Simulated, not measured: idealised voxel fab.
Title: Process Module voxel transistor to metal
Shown is cross-section cut, with a width of 215 nm and square cells of size 5 nm.
We lay out every cross-section as a grid of square cells and spell it out in bands from the top down, where one band means one or more rows of cells.
Band entry format. Leading values: height of top, height of bottom, nm. Remainder: materials in left-to-right order, each with its width in nm. Special words: "edge to edge" on a single material, which then fills the band edge to edge; "empty", empty space.
It should be noted that heights are counted from 0, beneath which the wafer as supplied is of one material throughout, and that the lowest band possesses no lower boundary but continues downward, as written in "0 -> down".
Top row gets the first number, bottom row gets the second, and each row in between changes by the same step: that is how a band width like "30 to 40" works.
A step reported as "no alterations made" is a step in which no cell of the cross-section changed.
Closed empty spaces (no open way to the top) of 8 cells or more are what "Enclosed cavity list" lists, each as width x height at distance from the left edge, nm for all three.
On a step's line, text after the settings is the simulator commenting on that step.
Among the settings permitted on a step's line is "overlay nm"; applied to a step with a mask, it specifies the extent to which the mask lay to the right of its planned position, whereas a negative figure signifies a position to the left.
Each pair of cross-sections that follows straddles one process step: the one shows the state before the step, the other the state after it, down to the lowest band that changed and no further. The step in question, and its settings, are given under the pair. Note that a pair is not necessarily a continuation of the pair above it, since pairs can come from different runs of this module on the same starting wafer; it is a continuation only where its entry headed "Before-step section" says so.

BEFORE-STEP SECTION
* 25 -> 15  SiO2 edge to edge
* 15 -> 5  SiN (50) | SiO2 (115) | SiN (50)
* 5 -> 0  SiO2 edge to edge
* 0 -> -30  Si (50) | SiO2 (115) | Si (50)
* -30 -> down  Si edge to edge
* Enclosed cavity list: none

STRUCTURE AFTER STEP
* 15 -> 5  SiN (50) | SiO2 (115) | SiN (50)
* Everything below 5 is unchanged.
* Enclosed cavity list: none
Between before and after above, the operation and settings are CMP (height nm 15)

Before-step section: it's just the after picture from the pair right above this one.

STRUCTURE AFTER STEP
* 15 -> 10  SiN (50) | empty (115) | SiN (50)
* Everything below 10 is unchanged.
* Enclosed cavity list: none
Between before and after above, the operation and settings are SELECTIVE_ETCH (etch materials SiO2; depth nm 5)

Before-step section: it's just the after picture from the pair right above this one.

STRUCTURE AFTER STEP
* 10 -> 5  empty (50) | SiO2 (115) | empty (50)
* Everything below 5 is unchanged.
* Enclosed cavity list: none
Between before and after above, the operation and settings are STRIP (etch materials SiN)

Before-step section: it's just the after picture from the pair right above this one.

STRUCTURE AFTER STEP
* 5 -> 0  empty (55) | SiO2 (105) | empty (55)
* Everything below 0 is unchanged.
* Enclosed cavity list: none
Between before and after above, the operation and settings are SELECTIVE_ETCH (etch materials SiO2; depth nm 5)

Before-step section: it's just the after picture from the pair right above this one.

STRUCTURE AFTER STEP
* 5 -> 0  empty (55) | SiO2 (105) | empty (55)
* 0 -> -5  SiO2 edge to edge
* Everything below -5 is unchanged.
* Enclosed cavity list: none
Between before and after above, the operation and settings are OXIDIZE (depth nm 5)

Before-step section: it's just the after picture from the pair right above this one.

STRUCTURE AFTER STEP
* 35 -> 30  empty (55) | polySi (105) | empty (55)
* 30 -> 5  polySi edge to edge
* 5 -> 0  polySi (55) | SiO2 (105) | polySi (55)
* Everything below 0 is unchanged.
* Enclosed cavity list: none
Between before and after above, the operation and settings are DIRECTIONAL_DEP (material polySi; thk nm 30)

Before-step section: it's just the after picture from the pair right above this one.

STRUCTURE AFTER STEP
* 50 -> 45  empty (55) | SiCN (105) | empty (55)
* 45 -> 35  SiCN edge to edge
* 35 -> 30  SiCN (55) | polySi (105) | SiCN (55)
* Everything below 30 is unchanged.
* Enclosed cavity list: none
Between before and after above, the operation and settings are DIRECTIONAL_DEP (material SiCN; thk nm 15)

Before-step section: it's just the after picture from the pair right above this one.

STRUCTURE AFTER STEP
* 50 -> 35  empty (90) | SiCN (35) | empty (90)
* 35 -> 30  empty (55) | polySi (105) | empty (55)
* Everything below 30 is unchanged.
* Enclosed cavity list: none
Between before and after above, the operation and settings are MASKED_ETCH (tone cover; mask id GATE; width nm 35; etch materials SiCN; depth nm 25; overlay nm 0)

Before-step section: it's just the after picture from the pair right above this one.

STRUCTURE AFTER STEP
* 50 -> 35  empty (90) | SiCN (35) | empty (90)
* 35 -> 5  empty (90) | polySi (35) | empty (90)
* 5 -> 0  empty (55) | SiO2 (105) | empty (55)
* Everything below 0 is unchanged.
* Enclosed cavity list: none
Between before and after above, the operation and settings are MASKED_ETCH (tone cover; mask id GATE; width nm 35; etch materials polySi; depth nm 40; overlay nm 0)

Before-step section: it's just the after picture from the pair right above this one.

STRUCTURE AFTER STEP
* 55 -> 50  empty (85) | SiO2 (45) | empty (85)
* 50 -> 35  empty (85) | SiO2 (5) | SiCN (35) | SiO2 (5) | empty (85)
* 35 -> 10  empty (85) | SiO2 (5) | polySi (35) | SiO2 (5) | empty (85)
* 10 -> 5  empty (50) | SiO2 (40) | polySi (35) | SiO2 (40) | empty (50)
* 5 -> -5  SiO2 edge to edge
* Everything below -5 is unchanged.
* Enclosed cavity list: none
Between before and after above, the operation and settings are CONFORMAL_DEP (material SiO2; thk nm 5)

Before-step section: it's just the after picture from the pair right above this one.

STRUCTURE AFTER STEP
* 50 -> 35  empty (85) | SiO2 (5) | SiCN (35) | SiO2 (5) | empty (85)
* 35 -> 5  empty (85) | SiO2 (5) | polySi (35) | SiO2 (5) | empty (85)
* 5 -> 0  empty (50) | SiO2 (115) | empty (50)
* Everything below 0 is unchanged.
* Enclosed cavity list: none
Between before and after above, the operation and settings are DIRECTIONAL_ETCH (etch materials SiO2; depth nm 5)

Before-step section: it's just the after picture from the pair right above this one.

STRUCTURE AFTER STEP
* 55 -> 50  empty (80) | SiN (55) | empty (80)
* 50 -> 35  empty (80) | SiN (5) | SiO2 (5) | SiCN (35) | SiO2 (5) | SiN (5) | empty (80)
* 35 -> 10  empty (80) | SiN (5) | SiO2 (5) | polySi (35) | SiO2 (5) | SiN (5) | empty (80)
* 10 -> 5  empty (45) | SiN (40) | SiO2 (5) | polySi (35) | SiO2 (5) | SiN (40) | empty (45)
* 5 -> 0  SiN (50) | SiO2 (115) | SiN (50)
* Everything below 0 is unchanged.
* Enclosed cavity list: none
Between before and after above, the operation and settings are CONFORMAL_DEP (material SiN; thk nm 5)

Before-step section: it's just the after picture from the pair right above this one.

STRUCTURE AFTER STEP
* 50 -> 35  empty (80) | SiN (5) | SiO2 (5) | SiCN (35) | SiO2 (5) | SiN (5) | empty (80)
* 35 -> 5  empty (80) | SiN (5) | SiO2 (5) | polySi (35) | SiO2 (5) | SiN (5) | empty (80)
* 5 -> 0  empty (45) | SiN (5) | SiO2 (115) | SiN (5) | empty (45)
* Everything below 0 is unchanged.
* Enclosed cavity list: none
Between before and after above, the operation and settings are DIRECTIONAL_ETCH (etch materials SiN; depth nm 5)

Before-step section: it's just the after picture from the pair right above this one.

STRUCTURE AFTER STEP
* 50 -> 45  empty (80) | SiN (5) | empty (5) | SiCN (35) | empty (5) | SiN (5) | empty (80)
* 45 -> 35  empty (80) | SiN (5) | SiO2 (5) | SiCN (35) | SiO2 (5) | SiN (5) | empty (80)
* 35 -> 5  empty (80) | SiN (5) | SiO2 (5) | polySi (35) | SiO2 (5) | SiN (5) | empty (80)
* 5 -> 0  empty (45) | SiN (5) | empty (30) | SiO2 (55) | empty (30) | SiN (5) | empty (45)
* 0 -> -5  empty (45) | SiO2 (125) | empty (45)
* Everything below -5 is unchanged.
* Enclosed cavity list: none
Between before and after above, the operation and settings are DIRECTIONAL_ETCH (etch materials SiO2; depth nm 5)

Before-step section: it's just the after picture from the pair right above this one.

STRUCTURE AFTER STEP
* 50 -> 45  empty (80) | SiN (5) | empty (5) | SiCN (35) | empty (5) | SiN (5) | empty (80)
* 45 -> 35  empty (80) | SiN (5) | SiO2 (5) | SiCN (35) | SiO2 (5) | SiN (5) | empty (80)
* 35 -> 5  empty (80) | SiN (5) | SiO2 (5) | polySi (35) | SiO2 (5) | SiN (5) | empty (80)
* 5 -> 0  empty (45) | SiN (5) | empty (30) | SiO2 (55) | empty (30) | SiN (5) | empty (45)
* 0 -> -5  empty (45) | SiO2 (125) | empty (45)
* -5 -> -20  empty (45) | Si (5) | SiO2 (115) | Si (5) | empty (45)
* Everything below -20 is unchanged.
* Enclosed cavity list: none
Between before and after above, the operation and settings are DIRECTIONAL_ETCH (etch materials Si; depth nm 15)

Before-step section: it's just the after picture from the pair right above this one.

STRUCTURE AFTER STEP
* 50 -> 45  empty (80) | SiN (5) | empty (5) | SiCN (35) | empty (5) | SiN (5) | empty (80)
* 45 -> 35  empty (80) | SiN (5) | SiO2 (5) | SiCN (35) | SiO2 (5) | SiN (5) | empty (80)
* 35 -> 15  empty (80) | SiN (5) | SiO2 (5) | polySi (35) | SiO2 (5) | SiN (5) | empty (80)
* 15 -> 5  empty (25) | pSi (30) | empty (25) | SiN (5) | SiO2 (5) | polySi (35) | SiO2 (5) | SiN (5) | empty (25) | pSi (30) | empty (25)
* 5 -> 0  empty (25) | pSi (20) | SiN (5) | pSi (5) | empty (25) | SiO2 (55) | empty (25) | pSi (5) | SiN (5) | pSi (20) | empty (25)
* 0 -> -5  pSi (45) | SiO2 (125) | pSi (45)
* -5 -> -20  pSi (45) | Si (5) | SiO2 (115) | Si (5) | pSi (45)
* Everything below -20 is unchanged.
* Enclosed cavity list: none
Between before and after above, the operation and settings are EPI (material pSi; thk nm 20)

Before-step section: it's just the after picture from the pair right above this one.

STRUCTURE AFTER STEP
* 55 -> 50  SiO2 edge to edge
* 50 -> 35  SiO2 (80) | SiN (5) | SiO2 (5) | SiCN (35) | SiO2 (5) | SiN (5) | SiO2 (80)
* 35 -> 15  SiO2 (80) | SiN (5) | SiO2 (5) | polySi (35) | SiO2 (5) | SiN (5) | SiO2 (80)
* 15 -> 5  SiO2 (25) | pSi (30) | SiO2 (25) | SiN (5) | SiO2 (5) | polySi (35) | SiO2 (5) | SiN (5) | SiO2 (25) | pSi (30) | SiO2 (25)
* 5 -> 0  SiO2 (25) | pSi (20) | SiN (5) | pSi (5) | SiO2 (105) | pSi (5) | SiN (5) | pSi (20) | SiO2 (25)
* Everything below 0 is unchanged.
* Enclosed cavity list: none
Between before and after above, the operation and settings are FILL_DEP (material SiO2; thk nm 5)

Before-step section: it's just the after picture from the pair right above this one.

STRUCTURE AFTER STEP
* 30 -> 15  SiO2 (80) | SiN (5) | SiO2 (5) | polySi (35) | SiO2 (5) | SiN (5) | SiO2 (80)
* Everything below 15 is unchanged.
* Enclosed cavity list: none
Between before and after above, the operation and settings are CMP (height nm 30)

Before-step section: it's just the after picture from the pair right above this one.

STRUCTURE AFTER STEP
* 30 -> 15  SiO2 (80) | SiN (5) | SiO2 (5) | empty (35) | SiO2 (5) | SiN (5) | SiO2 (80)
* 15 -> 5  SiO2 (25) | pSi (30) | SiO2 (25) | SiN (5) | SiO2 (5) | empty (35) | SiO2 (5) | SiN (5) | SiO2 (25) | pSi (30) | SiO2 (25)
* Everything below 5 is unchanged.
* Enclosed cavity list: none
Between before and after above, the operation and settings are STRIP (etch materials polySi)

Before-step section: it's just the after picture from the pair right above this one.

STRUCTURE AFTER STEP
* 30 -> 25  empty (80) | SiN (5) | empty (45) | SiN (5) | empty (80)
* 25 -> 15  SiO2 (80) | SiN (5) | empty (45) | SiN (5) | SiO2 (80)
* 15 -> 5  SiO2 (25) | pSi (30) | SiO2 (25) | SiN (5) | empty (45) | SiN (5) | SiO2 (25) | pSi (30) | SiO2 (25)
* 5 -> 0  SiO2 (25) | pSi (20) | SiN (5) | pSi (5) | SiO2 (30) | empty (45) | SiO2 (30) | pSi (5) | SiN (5) | pSi (20) | SiO2 (25)
* Everything below 0 is unchanged.
* Enclosed cavity list: none
Between before and after above, the operation and settings are SELECTIVE_ETCH (etch materials SiO2; depth nm 5)

Before-step section: it's just the after picture from the pair right above this one.

STRUCTURE AFTER STEP
* 35 -> 30  empty (75) | HfO2 (15) | empty (35) | HfO2 (15) | empty (75)
* 30 -> 25  HfO2 (80) | SiN (5) | HfO2 (5) | empty (35) | HfO2 (5) | SiN (5) | HfO2 (80)
* 25 -> 15  SiO2 (80) | SiN (5) | HfO2 (5) | empty (35) | HfO2 (5) | SiN (5) | SiO2 (80)
* 15 -> 5  SiO2 (25) | pSi (30) | SiO2 (25) | SiN (5) | HfO2 (5) | empty (35) | HfO2 (5) | SiN (5) | SiO2 (25) | pSi (30) | SiO2 (25)
* 5 -> 0  SiO2 (25) | pSi (20) | SiN (5) | pSi (5) | SiO2 (30) | HfO2 (45) | SiO2 (30) | pSi (5) | SiN (5) | pSi (20) | SiO2 (25)
* Everything below 0 is unchanged.
* Enclosed cavity list: none
Between before and after above, the operation and settings are CONFORMAL_DEP (material HfO2; thk nm 5)

Before-step section: it's just the after picture from the pair right above this one.

STRUCTURE AFTER STEP
* 40 -> 35  empty (70) | TiN (25) | empty (25) | TiN (25) | empty (70)
* 35 -> 30  TiN (75) | HfO2 (15) | TiN (5) | empty (25) | TiN (5) | HfO2 (15) | TiN (75)
* 30 -> 25  HfO2 (80) | SiN (5) | HfO2 (5) | TiN (5) | empty (25) | TiN (5) | HfO2 (5) | SiN (5) | HfO2 (80)
* 25 -> 15  SiO2 (80) | SiN (5) | HfO2 (5) | TiN (5) | empty (25) | TiN (5) | HfO2 (5) | SiN (5) | SiO2 (80)
* 15 -> 10  SiO2 (25) | pSi (30) | SiO2 (25) | SiN (5) | HfO2 (5) | TiN (5) | empty (25) | TiN (5) | HfO2 (5) | SiN (5) | SiO2 (25) | pSi (30) | SiO2 (25)
* 10 -> 5  SiO2 (25) | pSi (30) | SiO2 (25) | SiN (5) | HfO2 (5) | TiN (35) | HfO2 (5) | SiN (5) | SiO2 (25) | pSi (30) | SiO2 (25)
* Everything below 5 is unchanged.
* Enclosed cavity list: none
Between before and after above, the operation and settings are CONFORMAL_DEP (material TiN; thk nm 5)

Before-step section: it's just the after picture from the pair right above this one.

STRUCTURE AFTER STEP
* 45 -> 40  W edge to edge
* 40 -> 35  W (70) | TiN (25) | W (25) | TiN (25) | W (70)
* 35 -> 30  TiN (75) | HfO2 (15) | TiN (5) | W (25) | TiN (5) | HfO2 (15) | TiN (75)
* 30 -> 25  HfO2 (80) | SiN (5) | HfO2 (5) | TiN (5) | W (25) | TiN (5) | HfO2 (5) | SiN (5) | HfO2 (80)
* 25 -> 15  SiO2 (80) | SiN (5) | HfO2 (5) | TiN (5) | W (25) | TiN (5) | HfO2 (5) | SiN (5) | SiO2 (80)
* 15 -> 10  SiO2 (25) | pSi (30) | SiO2 (25) | SiN (5) | HfO2 (5) | TiN (5) | W (25) | TiN (5) | HfO2 (5) | SiN (5) | SiO2 (25) | pSi (30) | SiO2 (25)
* Everything below 10 is unchanged.
* Enclosed cavity list: none
Between before and after above, the operation and settings are FILL_DEP (material W; thk nm 5)

Before-step section: it's just the after picture from the pair right above this one.

STRUCTURE AFTER STEP
* 25 -> 15  SiO2 (80) | SiN (5) | HfO2 (5) | TiN (5) | W (25) | TiN (5) | HfO2 (5) | SiN (5) | SiO2 (80)
* Everything below 15 is unchanged.
* Enclosed cavity list: none
Between before and after above, the operation and settings are CMP (height nm 25)

Before-step section: it's just the after picture from the pair right above this one.

STRUCTURE AFTER STEP
* 35 -> 25  SiO2 edge to edge
* Everything below 25 is unchanged.
* Enclosed cavity list: none
Between before and after above, the operation and settings are DIRECTIONAL_DEP (material SiO2; thk nm 10)

Before-step section: it's just the after picture from the pair right above this one.

STRUCTURE AFTER STEP
* 35 -> 25  SiO2 (55) | empty (20) | SiO2 (65) | empty (20) | SiO2 (55)
* 25 -> 15  SiO2 (55) | empty (20) | SiO2 (5) | SiN (5) | HfO2 (5) | TiN (5) | W (25) | TiN (5) | HfO2 (5) | SiN (5) | SiO2 (5) | empty (20) | SiO2 (55)
* Everything below 15 is unchanged.
* Enclosed cavity list: none
Between before and after above, the operation and settings are MASKED_ETCH (tone open; mask id CONTACT; width nm 20; pitch nm 85; etch materials SiO2; depth nm 20; overlay nm 0)

Before-step section: it's just the after picture from the pair right above this one.

STRUCTURE AFTER STEP
* 40 -> 35  TiN (60) | empty (10) | TiN (75) | empty (10) | TiN (60)
* 35 -> 25  SiO2 (55) | TiN (5) | empty (10) | TiN (5) | SiO2 (65) | TiN (5) | empty (10) | TiN (5) | SiO2 (55)
* 25 -> 20  SiO2 (55) | TiN (5) | empty (10) | TiN (5) | SiO2 (5) | SiN (5) | HfO2 (5) | TiN (5) | W (25) | TiN (5) | HfO2 (5) | SiN (5) | SiO2 (5) | TiN (5) | empty (10) | TiN (5) | SiO2 (55)
* 20 -> 15  SiO2 (55) | TiN (20) | SiO2 (5) | SiN (5) | HfO2 (5) | TiN (5) | W (25) | TiN (5) | HfO2 (5) | SiN (5) | SiO2 (5) | TiN (20) | SiO2 (55)
* Everything below 15 is unchanged.
* Enclosed cavity list: none
Between before and after above, the operation and settings are CONFORMAL_DEP (material TiN; thk nm 5)

Before-step section: it's just the after picture from the pair right above this one.

STRUCTURE AFTER STEP
* 45 -> 40  W edge to edge
* 40 -> 35  TiN (60) | W (10) | TiN (75) | W (10) | TiN (60)
* 35 -> 25  SiO2 (55) | TiN (5) | W (10) | TiN (5) | SiO2 (65) | TiN (5) | W (10) | TiN (5) | SiO2 (55)
* 25 -> 20  SiO2 (55) | TiN (5) | W (10) | TiN (5) | SiO2 (5) | SiN (5) | HfO2 (5) | TiN (5) | W (25) | TiN (5) | HfO2 (5) | SiN (5) | SiO2 (5) | TiN (5) | W (10) | TiN (5) | SiO2 (55)
* Everything below 20 is unchanged.
* Enclosed cavity list: none
Between before and after above, the operation and settings are FILL_DEP (material W; thk nm 5)

Before-step section: it's just the after picture from the pair right above this one.

STRUCTURE AFTER STEP
* 35 -> 25  SiO2 (55) | TiN (5) | W (10) | TiN (5) | SiO2 (65) | TiN (5) | W (10) | TiN (5) | SiO2 (55)
* Everything below 25 is unchanged.
* Enclosed cavity list: none
Between before and after above, the operation and settings are CMP (height nm 35)

Before-step section: it's just the after picture from the pair right above this one.

STRUCTURE AFTER STEP
* 40 -> 35  TiN edge to edge
* Everything below 35 is unchanged.
* Enclosed cavity list: none
Between before and after above, the operation and settings are DIRECTIONAL_DEP (material TiN; thk nm 5)

Before-step section: it's just the after picture from the pair right above this one.

STRUCTURE AFTER STEP
* 55 -> 40  W edge to edge
* Everything below 40 is unchanged.
* Enclosed cavity list: none
Between before and after above, the operation and settings are DIRECTIONAL_DEP (material W; thk nm 15)

Before-step section: it's just the after picture from the pair right above this one.

STRUCTURE AFTER STEP
* 55 -> 40  empty (55) | W (20) | empty (65) | W (20) | empty (55)
* Everything below 40 is unchanged.
* Enclosed cavity list: none
Between before and after above, the operation and settings are MASKED_ETCH (tone cover; mask id METAL_1; width nm 20; pitch nm 85; etch materials W; depth nm 15; overlay nm 0)

Before-step section: it's just the after picture from the pair right above this one.

STRUCTURE AFTER STEP
* 55 -> 40  empty (55) | W (20) | empty (65) | W (20) | empty (55)
* 40 -> 35  empty (55) | TiN (20) | empty (65) | TiN (20) | empty (55)
* Everything below 35 is unchanged.
* Enclosed cavity list: none
Between before and after above, the operation and settings are MASKED_ETCH (tone cover; mask id METAL_1; width nm 20; pitch nm 85; etch materials TiN; depth nm 5; overlay nm 0)

Before-step section: it's just the after picture from the pair right above this one.

STRUCTURE AFTER STEP
* 60 -> 55  SiO2 edge to edge
* 55 -> 40  SiO2 (55) | W (20) | SiO2 (65) | W (20) | SiO2 (55)
* 40 -> 35  SiO2 (55) | TiN (20) | SiO2 (65) | TiN (20) | SiO2 (55)
* Everything below 35 is unchanged.
* Enclosed cavity list: none
Between before and after above, the operation and settings are FILL_DEP (material SiO2; thk nm 5)

Before-step section: it's just the after picture from the pair right above this one.

STRUCTURE AFTER STEP
* 55 -> 40  SiO2 (55) | W (20) | SiO2 (65) | W (20) | SiO2 (55)
* Everything below 40 is unchanged.
* Enclosed cavity list: none
Between before and after above, the operation and settings are CMP (height nm 55)

Before-step section: it's just the after picture from the pair right above this one.

STRUCTURE AFTER STEP
* 60 -> 55  SiN edge to edge
* Everything below 55 is unchanged.
* Enclosed cavity list: none
Between before and after above, the operation and settings are CONFORMAL_DEP (material SiN; thk nm 5)
